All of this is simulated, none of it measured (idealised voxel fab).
Title: Process Module voxel released beams
For reference, the cross-section in this document is cut, with width 275 nm and square cells of 5 nm.
In this document a cross-section is written as a grid of square cells. It is given as a series of bands, listed from the top down, and a band is one or more rows of cells.
Per band: top height and bottom height in nm, followed by the left-to-right materials and their widths in nm; "all across" marks a single material spanning edge to edge, "blank" marks empty space.
Where do heights start? At 0: under that level the wafer as delivered is made of one material only. And the lowest band has no floor; it just carries on downward, as in "top 0, no bottom".
When a width is written as two numbers, as in "30->40", the first number is the width in the top row of cells of the band and the second is the width in its bottom row, and the width changes by the same amount from each row to the next.
The cross-section has no changed cell in any step marked "no modifications".
Basically, "Closed void listing" tells you about the enclosed voids: empty spaces with no open way to the top, 8 cells or bigger, each written width x height at distance, where distance is from the left edge, all in nm.
Step line, after settings: the simulator's comment on this step.
When a step includes a mask, the "overlay nm" setting on its line states how far to the right of its planned place that mask lay, and negative values state how far to the left.
So here's the lineup of process steps we planned:
1 RECEIVE, material Si
2 CONFORMAL_DEP, material SiN, thk nm 5
3 DIRECTIONAL_DEP, material SiO2, thk nm 15
4 DIRECTIONAL_DEP, material aC, thk nm 15
5 PATTERN, tone open, mask id ANCHOR, material resist, width nm 35, thk nm 35, overlay nm 0
6 DIRECTIONAL_ETCH, etch materials aC, depth nm 15
7 STRIP, etch materials resist
8 DIRECTIONAL_ETCH, etch materials SiO2, depth nm 15
9 STRIP, etch materials aC
10 CONFORMAL_DEP, material W, thk nm 15
11 MASKED_ETCH, tone cover, mask id BEAM, width nm 90, etch materials W, depth nm 15, overlay nm 0
12 STRIP, etch materials SiO2
First of two wafers, processed according to plan:
Shown in cross-section is the wafer as received, that is, as it stands after step 1:
* top 0, no bottom = Si all across
* Closed void listing: none
So this is the wafer cross-section right after step 2:
* top 5, bottom 0 = SiN all across
* No changes below 0.
So this is the wafer cross-section right after step 3:
* top 20, bottom 5 = SiO2 all across
* No changes below 5.
So this is the wafer cross-section right after step 4:
* top 35, bottom 20 = aC all across
* No changes below 20.
So this is the wafer cross-section right after step 5:
* top 70, bottom 35 = resist (95) | blank (35) | resist (145)
* No changes below 35.
So this is the wafer cross-section right after step 6:
* top 55, bottom 35 = resist (95) | blank (35) | resist (145)
* top 35, bottom 20 = aC (95) | blank (35) | aC (145)
* No changes below 20.
So this is the wafer cross-section right after step 7:
* top 35, bottom 20 = aC (95) | blank (35) | aC (145)
* No changes below 20.
So this is the wafer cross-section right after step 8:
* top 35, bottom 20 = aC (95) | blank (35) | aC (145)
* top 20, bottom 5 = SiO2 (95) | blank (35) | SiO2 (145)
* No changes below 5.
So this is the wafer cross-section right after step 9:
* top 20, bottom 5 = SiO2 (95) | blank (35) | SiO2 (145)
* No changes below 5.
So this is the wafer cross-section right after step 10:
* top 35, bottom 20 = W (110) | blank (5) | W (160)
* top 20, bottom 5 = SiO2 (95) | W (35) | SiO2 (145)
* No changes below 5.
So this is the wafer cross-section right after step 11:
* top 35, bottom 20 = blank (90) | W (20) | blank (5) | W (65) | blank (95)
* No changes below 20.
So this is the wafer cross-section right after step 12:
* top 35, bottom 20 = blank (90) | W (20) | blank (5) | W (65) | blank (95)
* top 20, bottom 5 = blank (95) | W (35) | blank (145)
* No changes below 5.
Second wafer: like start, like plan, one mistake. Through step 9 it matches the first wafer:
At the planned end of step 10, the second wafer in cross-section:
* top 50, bottom 20 = W all across
* top 20, bottom 5 = SiO2 (95) | W (35) | SiO2 (145)
* No changes below 5.
At the planned end of step 11, the second wafer in cross-section:
* top 50, bottom 35 = blank (90) | W (90) | blank (95)
* No changes below 35.
At the planned end of step 12, the second wafer in cross-section: no modifications
The mistake made against the process plan was this: plan step 10 was conducted twice
Per the end-of-run cell counts, the second wafer holds more or fewer of some materials than the first: 144 more of SiO2, 168 more of W
